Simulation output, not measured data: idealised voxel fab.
The process module presented herein is designated voxel transistor to metal.
Section cut is 285 nm wide and gridded with 5 nm square cells.
Heads up, the way a cross-section reads in here is a grid of square cells, handed over as bands from the top down, with every band being one or more rows of cells.
Heads up on the band format: heights come first, top then bottom, in nm. After that it's the materials left to right, each with its width in nm. A single material flagged "full width" fills the whole band edge to edge, and "empty" means there's empty space there.
Height datum 0, below which the as-received substrate wafer is one material. Lowest band open at the bottom, running downward: "0 -> down".
So if you see something like "30..40" for the width, read it as the top row of the band sitting at the first number and the bottom row at the second, with every row in between moving by the same amount as the last.
For the purposes of this document, the phrase "stayed the same" attached to a step denotes that no cell within the cross-section was modified by that step.
Each empty space that has no open way to the top and spans at least 8 cells appears under "Closed void inventory" as width x height at distance, the distance counted from the left edge, all in nm.
If you see something after the settings on a step's line, that's the simulator's own remark about that step.
"overlay nm" on a masked step: distance the mask lay right of its planned place, negative for left.
Guide to the pairs. Each holds a before and an after cross-section around one process step; the after cross-section is cut off at the lowest band that changed. Look under the pair for the step between them and its settings. Pairs can come from different runs of this module on the same starting wafer, so a pair follows on from the one above it only where its entry headed "Ahead of processing" says it does.

## Ahead of processing
> 45 -> 35  SiO2 20 nm; empty 35 nm; SiO2 35 nm; empty 35 nm; SiO2 35 nm; empty 35 nm; SiO2 35 nm; empty 35 nm; SiO2 20 nm
> 35 -> 25  SiO2 20 nm; empty 25 nm; SiN 10 nm; SiO2 5 nm; SiCN 25 nm; SiO2 5 nm; SiN 10 nm; empty 25 nm; SiO2 35 nm; empty 25 nm; SiN 10 nm; SiO2 5 nm; SiCN 25 nm; SiO2 5 nm; SiN 10 nm; empty 25 nm; SiO2 20 nm
> 25 -> 5  SiO2 20 nm; empty 25 nm; SiN 10 nm; SiO2 5 nm; polySi 25 nm; SiO2 5 nm; SiN 10 nm; empty 25 nm; SiO2 35 nm; empty 25 nm; SiN 10 nm; SiO2 5 nm; polySi 25 nm; SiO2 5 nm; SiN 10 nm; empty 25 nm; SiO2 20 nm
> 5 -> 0  SiO2 15 nm; SiN 10 nm; empty 20 nm; SiN 10 nm; SiO2 5 nm; polySi 25 nm; SiO2 5 nm; SiN 10 nm; empty 20 nm; SiN 10 nm; SiO2 25 nm; SiN 10 nm; empty 20 nm; SiN 10 nm; SiO2 5 nm; polySi 25 nm; SiO2 5 nm; SiN 10 nm; empty 20 nm; SiN 10 nm; SiO2 15 nm
> 0 -> -5  SiO2 25 nm; nSi 5 nm; empty 10 nm; nSi 5 nm; SiO2 55 nm; nSi 5 nm; empty 10 nm; nSi 5 nm; SiO2 45 nm; nSi 5 nm; empty 10 nm; nSi 5 nm; SiO2 55 nm; nSi 5 nm; empty 10 nm; nSi 5 nm; SiO2 25 nm
> -5 -> -10  SiO2 20 nm; Si 5 nm; nSi 20 nm; Si 55 nm; nSi 20 nm; Si 5 nm; SiO2 35 nm; Si 5 nm; nSi 20 nm; Si 55 nm; nSi 20 nm; Si 5 nm; SiO2 20 nm
> -10 -> -55  SiO2 20 nm; Si 105 nm; SiO2 35 nm; Si 105 nm; SiO2 20 nm
> -55 -> down  Si full width
> Closed void inventory: none

## Structure After Step
> 50 -> 45  TiN 25 nm; empty 25 nm; TiN 45 nm; empty 25 nm; TiN 45 nm; empty 25 nm; TiN 45 nm; empty 25 nm; TiN 25 nm
> 45 -> 35  SiO2 20 nm; TiN 5 nm; empty 25..15 nm; TiN 5..15 nm; SiO2 35 nm; TiN 5..15 nm; empty 25..15 nm; TiN 5 nm; SiO2 35 nm; TiN 5 nm; empty 25..15 nm; TiN 5..15 nm; SiO2 35 nm; TiN 5..15 nm; empty 25..15 nm; TiN 5 nm; SiO2 20 nm
> 35 -> 25  SiO2 20 nm; TiN 5 nm; empty 15 nm; TiN 5 nm; SiN 10 nm; SiO2 5 nm; SiCN 25 nm; SiO2 5 nm; SiN 10 nm; TiN 5 nm; empty 15 nm; TiN 5 nm; SiO2 35 nm; TiN 5 nm; empty 15 nm; TiN 5 nm; SiN 10 nm; SiO2 5 nm; SiCN 25 nm; SiO2 5 nm; SiN 10 nm; TiN 5 nm; empty 15 nm; TiN 5 nm; SiO2 20 nm
> 25 -> 10  SiO2 20 nm; TiN 5 nm; empty 15 nm; TiN 5 nm; SiN 10 nm; SiO2 5 nm; polySi 25 nm; SiO2 5 nm; SiN 10 nm; TiN 5 nm; empty 15 nm; TiN 5 nm; SiO2 35 nm; TiN 5 nm; empty 15 nm; TiN 5 nm; SiN 10 nm; SiO2 5 nm; polySi 25 nm; SiO2 5 nm; SiN 10 nm; TiN 5 nm; empty 15 nm; TiN 5 nm; SiO2 20 nm
> 10 -> 5  SiO2 20 nm; TiN 10 nm; empty 10 nm; TiN 5 nm; SiN 10 nm; SiO2 5 nm; polySi 25 nm; SiO2 5 nm; SiN 10 nm; TiN 5 nm; empty 10 nm; TiN 10 nm; SiO2 35 nm; TiN 10 nm; empty 10 nm; TiN 5 nm; SiN 10 nm; SiO2 5 nm; polySi 25 nm; SiO2 5 nm; SiN 10 nm; TiN 5 nm; empty 10 nm; TiN 10 nm; SiO2 20 nm
> 5 -> 0  SiO2 15 nm; SiN 10 nm; TiN 20 nm; SiN 10 nm; SiO2 5 nm; polySi 25 nm; SiO2 5 nm; SiN 10 nm; TiN 20 nm; SiN 10 nm; SiO2 25 nm; SiN 10 nm; TiN 20 nm; SiN 10 nm; SiO2 5 nm; polySi 25 nm; SiO2 5 nm; SiN 10 nm; TiN 20 nm; SiN 10 nm; SiO2 15 nm
> 0 -> -5  SiO2 25 nm; nSi 5 nm; TiN 10 nm; nSi 5 nm; SiO2 55 nm; nSi 5 nm; TiN 10 nm; nSi 5 nm; SiO2 45 nm; nSi 5 nm; TiN 10 nm; nSi 5 nm; SiO2 55 nm; nSi 5 nm; TiN 10 nm; nSi 5 nm; SiO2 25 nm
> For the remainder of the cross-section, below -5, there is no change.
> Closed void inventory: none
Connecting step for the cross-sections above: CONFORMAL_DEP [material TiN] [thk nm 5]

Ahead of processing: Please consult the pair immediately above; the cross-section it shows after its step is the state before this step.

## Structure After Step
> 55 -> 50  W full width
> 50 -> 45  TiN 25 nm; W 25 nm; TiN 45 nm; W 25 nm; TiN 45 nm; W 25 nm; TiN 45 nm; W 25 nm; TiN 25 nm
> 45 -> 35  SiO2 20 nm; TiN 5 nm; W 25..15 nm; TiN 5..15 nm; SiO2 35 nm; TiN 5..15 nm; W 25..15 nm; TiN 5 nm; SiO2 35 nm; TiN 5 nm; W 25..15 nm; TiN 5..15 nm; SiO2 35 nm; TiN 5..15 nm; W 25..15 nm; TiN 5 nm; SiO2 20 nm
> 35 -> 25  SiO2 20 nm; TiN 5 nm; W 15 nm; TiN 5 nm; SiN 10 nm; SiO2 5 nm; SiCN 25 nm; SiO2 5 nm; SiN 10 nm; TiN 5 nm; W 15 nm; TiN 5 nm; SiO2 35 nm; TiN 5 nm; W 15 nm; TiN 5 nm; SiN 10 nm; SiO2 5 nm; SiCN 25 nm; SiO2 5 nm; SiN 10 nm; TiN 5 nm; W 15 nm; TiN 5 nm; SiO2 20 nm
> 25 -> 10  SiO2 20 nm; TiN 5 nm; W 15 nm; TiN 5 nm; SiN 10 nm; SiO2 5 nm; polySi 25 nm; SiO2 5 nm; SiN 10 nm; TiN 5 nm; W 15 nm; TiN 5 nm; SiO2 35 nm; TiN 5 nm; W 15 nm; TiN 5 nm; SiN 10 nm; SiO2 5 nm; polySi 25 nm; SiO2 5 nm; SiN 10 nm; TiN 5 nm; W 15 nm; TiN 5 nm; SiO2 20 nm
> 10 -> 5  SiO2 20 nm; TiN 10 nm; W 10 nm; TiN 5 nm; SiN 10 nm; SiO2 5 nm; polySi 25 nm; SiO2 5 nm; SiN 10 nm; TiN 5 nm; W 10 nm; TiN 10 nm; SiO2 35 nm; TiN 10 nm; W 10 nm; TiN 5 nm; SiN 10 nm; SiO2 5 nm; polySi 25 nm; SiO2 5 nm; SiN 10 nm; TiN 5 nm; W 10 nm; TiN 10 nm; SiO2 20 nm
> For the remainder of the cross-section, below 5, there is no change.
> Closed void inventory: none
Connecting step for the cross-sections above: FILL_DEP [material W] [thk nm 5]

Ahead of processing: Please consult the pair immediately above; the cross-section it shows after its step is the state before this step.

## Structure After Step
> 45 -> 35  SiO2 20 nm; TiN 5 nm; W 25..15 nm; TiN 5..15 nm; SiO2 35 nm; TiN 5..15 nm; W 25..15 nm; TiN 5 nm; SiO2 35 nm; TiN 5 nm; W 25..15 nm; TiN 5..15 nm; SiO2 35 nm; TiN 5..15 nm; W 25..15 nm; TiN 5 nm; SiO2 20 nm
> For the remainder of the cross-section, below 35, there is no change.
> Closed void inventory: none
Connecting step for the cross-sections above: CMP [height nm 45]

Ahead of processing: Please consult the pair immediately above; the cross-section it shows after its step is the state before this step.

## Structure After Step
> 50 -> 45  TiN full width
> For the remainder of the cross-section, below 45, there is no change.
> Closed void inventory: none
Connecting step for the cross-sections above: DIRECTIONAL_DEP [material TiN] [thk nm 5]

Ahead of processing: Please consult the pair immediately above; the cross-section it shows after its step is the state before this step.

## Structure After Step
> 75 -> 50  W full width
> For the remainder of the cross-section, below 50, there is no change.
> Closed void inventory: none
Connecting step for the cross-sections above: DIRECTIONAL_DEP [material W] [thk nm 25]

Ahead of processing: Please consult the pair immediately above; the cross-section it shows after its step is the state before this step.

## Structure After Step
> 90 -> 75  empty 20 nm; resist 20 nm; empty 65 nm; resist 20 nm; empty 35 nm; resist 20 nm; empty 65 nm; resist 20 nm; empty 20 nm
> For the remainder of the cross-section, below 75, there is no change.
> Closed void inventory: none
Connecting step for the cross-sections above: PATTERN [tone cover] [mask id METAL_1] [material resist] [width nm 20] [thk nm 15] [overlay nm 0]

Ahead of processing: Please consult the pair immediately above; the cross-section it shows after its step is the state before this step.

## Structure After Step
> 90 -> 75  empty 20 nm; resist 20 nm; empty 65 nm; resist 20 nm; empty 35 nm; resist 20 nm; empty 65 nm; resist 20 nm; empty 20 nm
> 75 -> 50  empty 20 nm; W 20 nm; empty 65 nm; W 20 nm; empty 35 nm; W 20 nm; empty 65 nm; W 20 nm; empty 20 nm
> For the remainder of the cross-section, below 50, there is no change.
> Closed void inventory: none
Connecting step for the cross-sections above: DIRECTIONAL_ETCH [etch materials W] [depth nm 25]

Ahead of processing: Please consult the pair immediately above; the cross-section it shows after its step is the state before this step.

## Structure After Step
> 90 -> 75  empty 20 nm; resist 20 nm; empty 65 nm; resist 20 nm; empty 35 nm; resist 20 nm; empty 65 nm; resist 20 nm; empty 20 nm
> 75 -> 50  empty 20 nm; W 20 nm; empty 65 nm; W 20 nm; empty 35 nm; W 20 nm; empty 65 nm; W 20 nm; empty 20 nm
> 50 -> 45  empty 20 nm; TiN 20 nm; empty 65 nm; TiN 20 nm; empty 35 nm; TiN 20 nm; empty 65 nm; TiN 20 nm; empty 20 nm
> For the remainder of the cross-section, below 45, there is no change.
> Closed void inventory: none
Connecting step for the cross-sections above: DIRECTIONAL_ETCH [etch materials TiN] [depth nm 5]

Ahead of processing: Please consult the pair immediately above; the cross-section it shows after its step is the state before this step.

## Structure After Step
> 75 -> 50  empty 20 nm; W 20 nm; empty 65 nm; W 20 nm; empty 35 nm; W 20 nm; empty 65 nm; W 20 nm; empty 20 nm
> For the remainder of the cross-section, below 50, there is no change.
> Closed void inventory: none
Connecting step for the cross-sections above: STRIP [etch materials resist]

Ahead of processing: Please consult the pair immediately above; the cross-section it shows after its step is the state before this step.

## Structure After Step
> 80 -> 75  empty 15 nm; SiN 30 nm; empty 55 nm; SiN 30 nm; empty 25 nm; SiN 30 nm; empty 55 nm; SiN 30 nm; empty 15 nm
> 75 -> 50  empty 15 nm; SiN 5 nm; W 20 nm; SiN 5 nm; empty 55 nm; SiN 5 nm; W 20 nm; SiN 5 nm; empty 25 nm; SiN 5 nm; W 20 nm; SiN 5 nm; empty 55 nm; SiN 5 nm; W 20 nm; SiN 5 nm; empty 15 nm
> 50 -> 45  SiN 20 nm; TiN 20 nm; SiN 65 nm; TiN 20 nm; SiN 35 nm; TiN 20 nm; SiN 65 nm; TiN 20 nm; SiN 20 nm
> For the remainder of the cross-section, below 45, there is no change.
> Closed void inventory: none
Connecting step for the cross-sections above: CONFORMAL_DEP [material SiN] [thk nm 5]

Ahead of processing: Please consult the pair immediately above; the cross-section it shows after its step is the state before this step.

## Structure After Step
> 90 -> 80  SiO2 full width
> 80 -> 75  SiO2 15 nm; SiN 30 nm; SiO2 55 nm; SiN 30 nm; SiO2 25 nm; SiN 30 nm; SiO2 55 nm; SiN 30 nm; SiO2 15 nm
> 75 -> 50  SiO2 15 nm; SiN 5 nm; W 20 nm; SiN 5 nm; SiO2 55 nm; SiN 5 nm; W 20 nm; SiN 5 nm; SiO2 25 nm; SiN 5 nm; W 20 nm; SiN 5 nm; SiO2 55 nm; SiN 5 nm; W 20 nm; SiN 5 nm; SiO2 15 nm
> For the remainder of the cross-section, below 50, there is no change.
> Closed void inventory: none
Connecting step for the cross-sections above: FILL_DEP [material SiO2] [thk nm 10]

Ahead of processing: Please consult the pair immediately above; the cross-section it shows after its step is the state before this step.

## Structure After Step
> 75 -> 50  SiO2 15 nm; SiN 5 nm; W 20 nm; SiN 5 nm; SiO2 55 nm; SiN 5 nm; W 20 nm; SiN 5 nm; SiO2 25 nm; SiN 5 nm; W 20 nm; SiN 5 nm; SiO2 55 nm; SiN 5 nm; W 20 nm; SiN 5 nm; SiO2 15 nm
> For the remainder of the cross-section, below 50, there is no change.
> Closed void inventory: none
Connecting step for the cross-sections above: CMP [height nm 75]

Ahead of processing: Please consult the pair immediately above; the cross-section it shows after its step is the state before this step.

## Structure After Step
> 80 -> 75  SiCN full width
> For the remainder of the cross-section, below 75, there is no change.
> Closed void inventory: none
Connecting step for the cross-sections above: CONFORMAL_DEP [material SiCN] [thk nm 5]

## Ahead of processing
> 15 -> 10  empty 15 nm; SiN 115 nm; empty 25 nm; SiN 115 nm; empty 15 nm
> 10 -> 5  SiO2 15 nm; SiN 115 nm; SiO2 25 nm; SiN 115 nm; SiO2 15 nm
> 5 -> 0  SiO2 full width
> 0 -> -30  SiO2 20 nm; Si 105 nm; SiO2 35 nm; Si 105 nm; SiO2 20 nm
> -30 -> down  Si full width
> Closed void inventory: none

## Structure After Step
> 15 -> 5  empty 15 nm; SiN 115 nm; empty 25 nm; SiN 115 nm; empty 15 nm
> For the remainder of the cross-section, below 5, there is no change.
> Closed void inventory: none
Connecting step for the cross-sections above: SELECTIVE_ETCH [etch materials SiO2] [depth nm 5]

Ahead of processing: Please consult the pair immediately above; the cross-section it shows after its step is the state before this step.

## Structure After Step
> 5 -> 0  SiO2 full width
> For the remainder of the cross-section, below 0, there is no change.
> Closed void inventory: none
Connecting step for the cross-sections above: STRIP [etch materials SiN]

Ahead of processing: Please consult the pair immediately above; the cross-section it shows after its step is the state before this step.

## Structure After Step
> 30 -> 5  polySi full width
> For the remainder of the cross-section, below 5, there is no change.
> Closed void inventory: none
Connecting step for the cross-sections above: DIRECTIONAL_DEP [material polySi] [thk nm 25]

Ahead of processing: Please consult the pair immediately above; the cross-section it shows after its step is the state before this step.

## Structure After Step
> 40 -> 30  SiCN full width
> For the remainder of the cross-section, below 30, there is no change.
> Closed void inventory: none
Connecting step for the cross-sections above: DIRECTIONAL_DEP [material SiCN] [thk nm 10]

Ahead of processing: Please consult the pair immediately above; the cross-section it shows after its step is the state before this step.

## Structure After Step
> 60 -> 40  empty 60 nm; resist 25 nm; empty 115 nm; resist 25 nm; empty 60 nm
> For the remainder of the cross-section, below 40, there is no change.
> Closed void inventory: none
Connecting step for the cross-sections above: PATTERN [tone cover] [mask id GATE] [material resist] [width nm 25] [pitch nm 140] [thk nm 20] [overlay nm 0]

Ahead of processing: Please consult the pair immediately above; the cross-section it shows after its step is the state before this step.

## Structure After Step
> 60 -> 40  empty 60 nm; resist 25 nm; empty 115 nm; resist 25 nm; empty 60 nm
> 40 -> 30  empty 60 nm; SiCN 25 nm; empty 115 nm; SiCN 25 nm; empty 60 nm
> For the remainder of the cross-section, below 30, there is no change.
> Closed void inventory: none
Connecting step for the cross-sections above: DIRECTIONAL_ETCH [etch materials SiCN] [depth nm 20]

Ahead of processing: Please consult the pair immediately above; the cross-section it shows after its step is the state before this step.

## Structure After Step
> 60 -> 40  empty 60 nm; resist 25 nm; empty 115 nm; resist 25 nm; empty 60 nm
> 40 -> 30  empty 60 nm; SiCN 25 nm; empty 115 nm; SiCN 25 nm; empty 60 nm
> 30 -> 5  empty 60 nm; polySi 25 nm; empty 115 nm; polySi 25 nm; empty 60 nm
> For the remainder of the cross-section, below 5, there is no change.
> Closed void inventory: none
Connecting step for the cross-sections above: DIRECTIONAL_ETCH [etch materials polySi] [depth nm 35]

Ahead of processing: Please consult the pair immediately above; the cross-section it shows after its step is the state before this step.

## Structure After Step
> 40 -> 30  empty 60 nm; SiCN 25 nm; empty 115 nm; SiCN 25 nm; empty 60 nm
> For the remainder of the cross-section, below 30, there is no change.
> Closed void inventory: none
Connecting step for the cross-sections above: STRIP [etch materials resist]

Ahead of processing: Please consult the pair immediately above; the cross-section it shows after its step is the state before this step.

## Structure After Step
> 45 -> 40  empty 55 nm; SiO2 35 nm; empty 105 nm; SiO2 35 nm; empty 55 nm
> 40 -> 30  empty 55 nm; SiO2 5 nm; SiCN 25 nm; SiO2 5 nm; empty 105 nm; SiO2 5 nm; SiCN 25 nm; SiO2 5 nm; empty 55 nm
> 30 -> 10  empty 55 nm; SiO2 5 nm; polySi 25 nm; SiO2 5 nm; empty 105 nm; SiO2 5 nm; polySi 25 nm; SiO2 5 nm; empty 55 nm
> 10 -> 5  SiO2 60 nm; polySi 25 nm; SiO2 115 nm; polySi 25 nm; SiO2 60 nm
> For the remainder of the cross-section, below 5, there is no change.
> Closed void inventory: none
Connecting step for the cross-sections above: CONFORMAL_DEP [material SiO2] [thk nm 5]

Ahead of processing: Please consult the pair immediately above; the cross-section it shows after its step is the state before this step.

## Structure After Step
> 40 -> 30  empty 55 nm; SiO2 5 nm; SiCN 25 nm; SiO2 5 nm; empty 105 nm; SiO2 5 nm; SiCN 25 nm; SiO2 5 nm; empty 55 nm
> 30 -> 5  empty 55 nm; SiO2 5 nm; polySi 25 nm; SiO2 5 nm; empty 105 nm; SiO2 5 nm; polySi 25 nm; SiO2 5 nm; empty 55 nm
> For the remainder of the cross-section, below 5, there is no change.
> Closed void inventory: none
Connecting step for the cross-sections above: DIRECTIONAL_ETCH [etch materials SiO2] [depth nm 5]

Ahead of processing: Please consult the pair immediately above; the cross-section it shows after its step is the state before this step.

## Structure After Step
> 50 -> 40  empty 45 nm; SiN 55 nm; empty 85 nm; SiN 55 nm; empty 45 nm
> 40 -> 30  empty 45 nm; SiN 10 nm; SiO2 5 nm; SiCN 25 nm; SiO2 5 nm; SiN 10 nm; empty 85 nm; SiN 10 nm; SiO2 5 nm; SiCN 25 nm; SiO2 5 nm; SiN 10 nm; empty 45 nm
> 30 -> 15  empty 45 nm; SiN 10 nm; SiO2 5 nm; polySi 25 nm; SiO2 5 nm; SiN 10 nm; empty 85 nm; SiN 10 nm; SiO2 5 nm; polySi 25 nm; SiO2 5 nm; SiN 10 nm; empty 45 nm
> 15 -> 5  SiN 55 nm; SiO2 5 nm; polySi 25 nm; SiO2 5 nm; SiN 105 nm; SiO2 5 nm; polySi 25 nm; SiO2 5 nm; SiN 55 nm
> For the remainder of the cross-section, below 5, there is no change.
> Closed void inventory: none
Connecting step for the cross-sections above: CONFORMAL_DEP [material SiN] [thk nm 10]

Ahead of processing: Please consult the pair immediately above; the cross-section it shows after its step is the state before this step.

## Structure After Step
> 40 -> 30  empty 45 nm; SiN 10 nm; SiO2 5 nm; SiCN 25 nm; SiO2 5 nm; SiN 10 nm; empty 85 nm; SiN 10 nm; SiO2 5 nm; SiCN 25 nm; SiO2 5 nm; SiN 10 nm; empty 45 nm
> 30 -> 5  empty 45 nm; SiN 10 nm; SiO2 5 nm; polySi 25 nm; SiO2 5 nm; SiN 10 nm; empty 85 nm; SiN 10 nm; SiO2 5 nm; polySi 25 nm; SiO2 5 nm; SiN 10 nm; empty 45 nm
> For the remainder of the cross-section, below 5, there is no change.
> Closed void inventory: none
Connecting step for the cross-sections above: DIRECTIONAL_ETCH [etch materials SiN] [depth nm 10]

Ahead of processing: Please consult the pair immediately above; the cross-section it shows after its step is the state before this step.

## Structure After Step
> 40 -> 35  empty 45 nm; SiN 10 nm; empty 5 nm; SiCN 25 nm; empty 5 nm; SiN 10 nm; empty 85 nm; SiN 10 nm; empty 5 nm; SiCN 25 nm; empty 5 nm; SiN 10 nm; empty 45 nm
> 35 -> 30  empty 45 nm; SiN 10 nm; SiO2 5 nm; SiCN 25 nm; SiO2 5 nm; SiN 10 nm; empty 85 nm; SiN 10 nm; SiO2 5 nm; SiCN 25 nm; SiO2 5 nm; SiN 10 nm; empty 45 nm
> 30 -> 5  empty 45 nm; SiN 10 nm; SiO2 5 nm; polySi 25 nm; SiO2 5 nm; SiN 10 nm; empty 85 nm; SiN 10 nm; SiO2 5 nm; polySi 25 nm; SiO2 5 nm; SiN 10 nm; empty 45 nm
> 5 -> 0  empty 45 nm; SiO2 55 nm; empty 85 nm; SiO2 55 nm; empty 45 nm
> For the remainder of the cross-section, below 0, there is no change.
> Closed void inventory: none
Connecting step for the cross-sections above: DIRECTIONAL_ETCH [etch materials SiO2] [depth nm 5]

Ahead of processing: Please consult the pair immediately above; the cross-section it shows after its step is the state before this step.

## Structure After Step
> 40 -> 35  empty 45 nm; SiN 10 nm; empty 5 nm; SiCN 25 nm; empty 5 nm; SiN 10 nm; empty 85 nm; SiN 10 nm; empty 5 nm; SiCN 25 nm; empty 5 nm; SiN 10 nm; empty 45 nm
> 35 -> 30  empty 45 nm; SiN 10 nm; SiO2 5 nm; SiCN 25 nm; SiO2 5 nm; SiN 10 nm; empty 85 nm; SiN 10 nm; SiO2 5 nm; SiCN 25 nm; SiO2 5 nm; SiN 10 nm; empty 45 nm
> 30 -> 5  empty 45 nm; SiN 10 nm; SiO2 5 nm; polySi 25 nm; SiO2 5 nm; SiN 10 nm; empty 85 nm; SiN 10 nm; SiO2 5 nm; polySi 25 nm; SiO2 5 nm; SiN 10 nm; empty 45 nm
> 5 -> 0  empty 45 nm; SiO2 55 nm; empty 85 nm; SiO2 55 nm; empty 45 nm
> 0 -> -5  SiO2 20 nm; empty 25 nm; Si 55 nm; empty 25 nm; SiO2 35 nm; empty 25 nm; Si 55 nm; empty 25 nm; SiO2 20 nm
> For the remainder of the cross-section, below -5, there is no change.
> Closed void inventory: none
Connecting step for the cross-sections above: DIRECTIONAL_ETCH [etch materials Si] [depth nm 5]

Ahead of processing: Please consult the pair immediately above; the cross-section it shows after its step is the state before this step.

## Structure After Step
> 40 -> 35  empty 45 nm; SiN 10 nm; empty 5 nm; SiCN 25 nm; empty 5 nm; SiN 10 nm; empty 85 nm; SiN 10 nm; empty 5 nm; SiCN 25 nm; empty 5 nm; SiN 10 nm; empty 45 nm
> 35 -> 30  empty 45 nm; SiN 10 nm; SiO2 5 nm; SiCN 25 nm; SiO2 5 nm; SiN 10 nm; empty 85 nm; SiN 10 nm; SiO2 5 nm; SiCN 25 nm; SiO2 5 nm; SiN 10 nm; empty 45 nm
> 30 -> 5  empty 45 nm; SiN 10 nm; SiO2 5 nm; polySi 25 nm; SiO2 5 nm; SiN 10 nm; empty 85 nm; SiN 10 nm; SiO2 5 nm; polySi 25 nm; SiO2 5 nm; SiN 10 nm; empty 45 nm
> 5 -> 0  empty 40 nm; nSi 5 nm; SiO2 55 nm; nSi 5 nm; empty 75 nm; nSi 5 nm; SiO2 55 nm; nSi 5 nm; empty 40 nm
> 0 -> -5  SiO2 20 nm; nSi 25 nm; Si 55 nm; nSi 25 nm; SiO2 35 nm; nSi 25 nm; Si 55 nm; nSi 25 nm; SiO2 20 nm
> For the remainder of the cross-section, below -5, there is no change.
> Closed void inventory: none
Connecting step for the cross-sections above: EPI [material nSi] [thk nm 5]

Ahead of processing: Please consult the pair immediately above; the cross-section it shows after its step is the state before this step.

## Structure After Step
> 45 -> 40  SiO2 full width
> 40 -> 30  SiO2 45 nm; SiN 10 nm; SiO2 5 nm; SiCN 25 nm; SiO2 5 nm; SiN 10 nm; SiO2 85 nm; SiN 10 nm; SiO2 5 nm; SiCN 25 nm; SiO2 5 nm; SiN 10 nm; SiO2 45 nm
> 30 -> 5  SiO2 45 nm; SiN 10 nm; SiO2 5 nm; polySi 25 nm; SiO2 5 nm; SiN 10 nm; SiO2 85 nm; SiN 10 nm; SiO2 5 nm; polySi 25 nm; SiO2 5 nm; SiN 10 nm; SiO2 45 nm
> 5 -> 0  SiO2 40 nm; nSi 5 nm; SiO2 55 nm; nSi 5 nm; SiO2 75 nm; nSi 5 nm; SiO2 55 nm; nSi 5 nm; SiO2 40 nm
> For the remainder of the cross-section, below 0, there is no change.
> Closed void inventory: none
Connecting step for the cross-sections above: FILL_DEP [material SiO2] [thk nm 5]

Ahead of processing: Please consult the pair immediately above; the cross-section it shows after its step is the state before this step.

## Structure After Step
> 35 -> 30  SiO2 45 nm; SiN 10 nm; SiO2 5 nm; SiCN 25 nm; SiO2 5 nm; SiN 10 nm; SiO2 85 nm; SiN 10 nm; SiO2 5 nm; SiCN 25 nm; SiO2 5 nm; SiN 10 nm; SiO2 45 nm
> For the remainder of the cross-section, below 30, there is no change.
> Closed void inventory: none
Connecting step for the cross-sections above: CMP [height nm 35]

Ahead of processing: Please consult the pair immediately above; the cross-section it shows after its step is the state before this step.

## Structure After Step
> 45 -> 35  SiO2 full width
> For the remainder of the cross-section, below 35, there is no change.
> Closed void inventory: none
Connecting step for the cross-sections above: DIRECTIONAL_DEP [material SiO2] [thk nm 10]

Ahead of processing: Please consult the pair immediately above; the cross-section it shows after its step is the state before this step.

## Structure After Step
> 55 -> 45  aC full width
> For the remainder of the cross-section, below 45, there is no change.
> Closed void inventory: none
Connecting step for the cross-sections above: DIRECTIONAL_DEP [material aC] [thk nm 10]

Ahead of processing: Please consult the pair immediately above; the cross-section it shows after its step is the state before this step.

## Structure After Step
> 85 -> 55  resist 20 nm; empty 35 nm; resist 35 nm; empty 35 nm; resist 35 nm; empty 35 nm; resist 35 nm; empty 35 nm; resist 20 nm
> For the remainder of the cross-section, below 55, there is no change.
> Closed void inventory: none
Connecting step for the cross-sections above: PATTERN [tone open] [mask id CONTACT] [material resist] [width nm 35] [pitch nm 70] [thk nm 30] [overlay nm 0]

Ahead of processing: Please consult the pair immediately above; the cross-section it shows after its step is the state before this step.

## Structure After Step
> 75 -> 55  resist 20 nm; empty 35 nm; resist 35 nm; empty 35 nm; resist 35 nm; empty 35 nm; resist 35 nm; empty 35 nm; resist 20 nm
> 55 -> 45  aC 20 nm; empty 35 nm; aC 35 nm; empty 35 nm; aC 35 nm; empty 35 nm; aC 35 nm; empty 35 nm; aC 20 nm
> For the remainder of the cross-section, below 45, there is no change.
> Closed void inventory: none
Connecting step for the cross-sections above: DIRECTIONAL_ETCH [etch materials aC] [depth nm 10]

Ahead of processing: Please consult the pair immediately above; the cross-section it shows after its step is the state before this step.

## Structure After Step
> 55 -> 45  aC 20 nm; empty 35 nm; aC 35 nm; empty 35 nm; aC 35 nm; empty 35 nm; aC 35 nm; empty 35 nm; aC 20 nm
> For the remainder of the cross-section, below 45, there is no change.
> Closed void inventory: none
Connecting step for the cross-sections above: STRIP [etch materials resist]

Ahead of processing: Please consult the pair immediately above; the cross-section it shows after its step is the state before this step.

## Structure After Step
> 55 -> 45  aC 20 nm; empty 35 nm; aC 35 nm; empty 35 nm; aC 35 nm; empty 35 nm; aC 35 nm; empty 35 nm; aC 20 nm
> 45 -> 35  SiO2 20 nm; empty 35 nm; SiO2 35 nm; empty 35 nm; SiO2 35 nm; empty 35 nm; SiO2 35 nm; empty 35 nm; SiO2 20 nm
> 35 -> 30  SiO2 20 nm; empty 25 nm; SiN 10 nm; SiO2 5 nm; SiCN 25 nm; SiO2 5 nm; SiN 10 nm; empty 25 nm; SiO2 35 nm; empty 25 nm; SiN 10 nm; SiO2 5 nm; SiCN 25 nm; SiO2 5 nm; SiN 10 nm; empty 25 nm; SiO2 20 nm
> 30 -> 5  SiO2 20 nm; empty 25 nm; SiN 10 nm; SiO2 5 nm; polySi 25 nm; SiO2 5 nm; SiN 10 nm; empty 25 nm; SiO2 35 nm; empty 25 nm; SiN 10 nm; SiO2 5 nm; polySi 25 nm; SiO2 5 nm; SiN 10 nm; empty 25 nm; SiO2 20 nm
> 5 -> 0  SiO2 20 nm; empty 20 nm; nSi 5 nm; SiO2 55 nm; nSi 5 nm; empty 20 nm; SiO2 35 nm; empty 20 nm; nSi 5 nm; SiO2 55 nm; nSi 5 nm; empty 20 nm; SiO2 20 nm
> For the remainder of the cross-section, below 0, there is no change.
> Closed void inventory: none
Connecting step for the cross-sections above: DIRECTIONAL_ETCH [etch materials SiO2] [depth nm 50]

Ahead of processing: Please consult the pair immediately above; the cross-section it shows after its step is the state before this step.

## Structure After Step
> 45 -> 35  SiO2 20 nm; empty 35 nm; SiO2 35 nm; empty 35 nm; SiO2 35 nm; empty 35 nm; SiO2 35 nm; empty 35 nm; SiO2 20 nm
> For the remainder of the cross-section, below 35, there is no change.
> Closed void inventory: none
Connecting step for the cross-sections above: STRIP [etch materials aC]
